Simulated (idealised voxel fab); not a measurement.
process module | voxel plated lines
cross-section cut | 300 nm wide | cells 5 nm
A cross-section is a grid of square cells, given in bands from the top down. A band is one or more rows of cells.
Each band's line starts with the height of the band's top and of its bottom, in nm. Then come its materials from left to right, each with its width in nm. One material with "throughout" fills the band from edge to edge. "air" is empty space.
Height 0 is the level under which the wafer as received is all one material. The lowest band goes on downwards, as in "0 down".
A width such as "30 to 40" changes by the same amount from each row of cells to the next, from the band's top row to its bottom row.
"no change" after a step means that no cell of the cross-section changed.
closed voids: empty space of 8 cells or more with no open way to the top, each as width x height at its distance from the left edge, in nm
after a step's settings: what the simulator itself notes on the step
overlay nm, on a step with a mask: how far to the right of its planned place the mask lay; to the left if negative
plan
1 op RECEIVE | material Si
2 op CONFORMAL_DEP | material Al2O3 | thk nm 10
3 op DIRECTIONAL_DEP | material TiN | thk nm 5
4 op PATTERN | tone open | mask id LINES | material resist | width nm 15 | pitch nm 45 | thk nm 35 | overlay nm 0
5 op EPI | material Ru | thk nm 10
6 op EPI | material Ru | thk nm 10
7 op EPI | material Ru | thk nm 10
8 op STRIP | etch materials resist
9 op DIRECTIONAL_ETCH | etch materials TiN | depth nm 5
10 op CONFORMAL_DEP | material SiN | thk nm 5
first wafer, as planned
as received, after step 1
  0 down: Si throughout
  closed voids: none
after step 2
  10 to 0: Al2O3 throughout
  below 0: unchanged
after step 3
  15 to 10: TiN throughout
  below 10: unchanged
after step 4
  50 to 15: resist 95 | air 15 | resist 30 | air 15 | resist 30 | air 15 | resist 100
  below 15: unchanged
after step 5
  50 to 25: resist 95 | air 15 | resist 30 | air 15 | resist 30 | air 15 | resist 100
  25 to 15: resist 95 | Ru 15 | resist 30 | Ru 15 | resist 30 | Ru 15 | resist 100
  below 15: unchanged
after step 6
  50 to 35: resist 95 | air 15 | resist 30 | air 15 | resist 30 | air 15 | resist 100
  35 to 15: resist 95 | Ru 15 | resist 30 | Ru 15 | resist 30 | Ru 15 | resist 100
  below 15: unchanged
after step 7
  50 to 45: resist 95 | air 15 | resist 30 | air 15 | resist 30 | air 15 | resist 100
  45 to 15: resist 95 | Ru 15 | resist 30 | Ru 15 | resist 30 | Ru 15 | resist 100
  below 15: unchanged
after step 8
  45 to 15: air 95 | Ru 15 | air 30 | Ru 15 | air 30 | Ru 15 | air 100
  below 15: unchanged
after step 9
  45 to 15: air 95 | Ru 15 | air 30 | Ru 15 | air 30 | Ru 15 | air 100
  15 to 10: air 95 | TiN 15 | air 30 | TiN 15 | air 30 | TiN 15 | air 100
  below 10: unchanged
after step 10
  50 to 45: air 90 | SiN 25 | air 20 | SiN 25 | air 20 | SiN 25 | air 95
  45 to 15: air 90 | SiN 5 | Ru 15 | SiN 5 | air 20 | SiN 5 | Ru 15 | SiN 5 | air 20 | SiN 5 | Ru 15 | SiN 5 | air 95
  15 to 10: SiN 95 | TiN 15 | SiN 30 | TiN 15 | SiN 30 | TiN 15 | SiN 100
  below 10: unchanged
second wafer: like start, like plan, one mistake. Through step 3 it matches the first wafer
when step 4 should have ended
  50 to 15: air 95 | resist 15 | air 30 | resist 15 | air 30 | resist 15 | air 100
  below 15: unchanged
when step 5 should have ended
  50 to 25: air 95 | resist 15 | air 30 | resist 15 | air 30 | resist 15 | air 100
  25 to 15: Ru 95 | resist 15 | Ru 30 | resist 15 | Ru 30 | resist 15 | Ru 100
  below 15: unchanged
when step 6 should have ended
  50 to 35: air 95 | resist 15 | air 30 | resist 15 | air 30 | resist 15 | air 100
  35 to 15: Ru 95 | resist 15 | Ru 30 | resist 15 | Ru 30 | resist 15 | Ru 100
  below 15: unchanged
when step 7 should have ended
  50 to 45: air 95 | resist 15 | air 30 | resist 15 | air 30 | resist 15 | air 100
  45 to 15: Ru 95 | resist 15 | Ru 30 | resist 15 | Ru 30 | resist 15 | Ru 100
  below 15: unchanged
when step 8 should have ended
  45 to 15: Ru 95 | air 15 | Ru 30 | air 15 | Ru 30 | air 15 | Ru 100
  below 15: unchanged
when step 9 should have ended
  45 to 15: Ru 95 | air 15 | Ru 30 | air 15 | Ru 30 | air 15 | Ru 100
  15 to 10: TiN 95 | air 15 | TiN 30 | air 15 | TiN 30 | air 15 | TiN 100
  below 10: unchanged
when step 10 should have ended
  50 to 45: SiN 100 | air 5 | SiN 40 | air 5 | SiN 40 | air 5 | SiN 105
  45 to 15: Ru 95 | SiN 5 | air 5 | SiN 5 | Ru 30 | SiN 5 | air 5 | SiN 5 | Ru 30 | SiN 5 | air 5 | SiN 5 | Ru 100
  15 to 10: TiN 95 | SiN 15 | TiN 30 | SiN 15 | TiN 30 | SiN 15 | TiN 100
  below 10: unchanged
what went wrong: step 4 ran as: op PATTERN | tone cover | mask id LINES | material resist | width nm 15 | pitch nm 45 | thk nm 35 | overlay nm 0
at the end the second wafer has, in cells: 252 more of Ru | 42 more of TiN
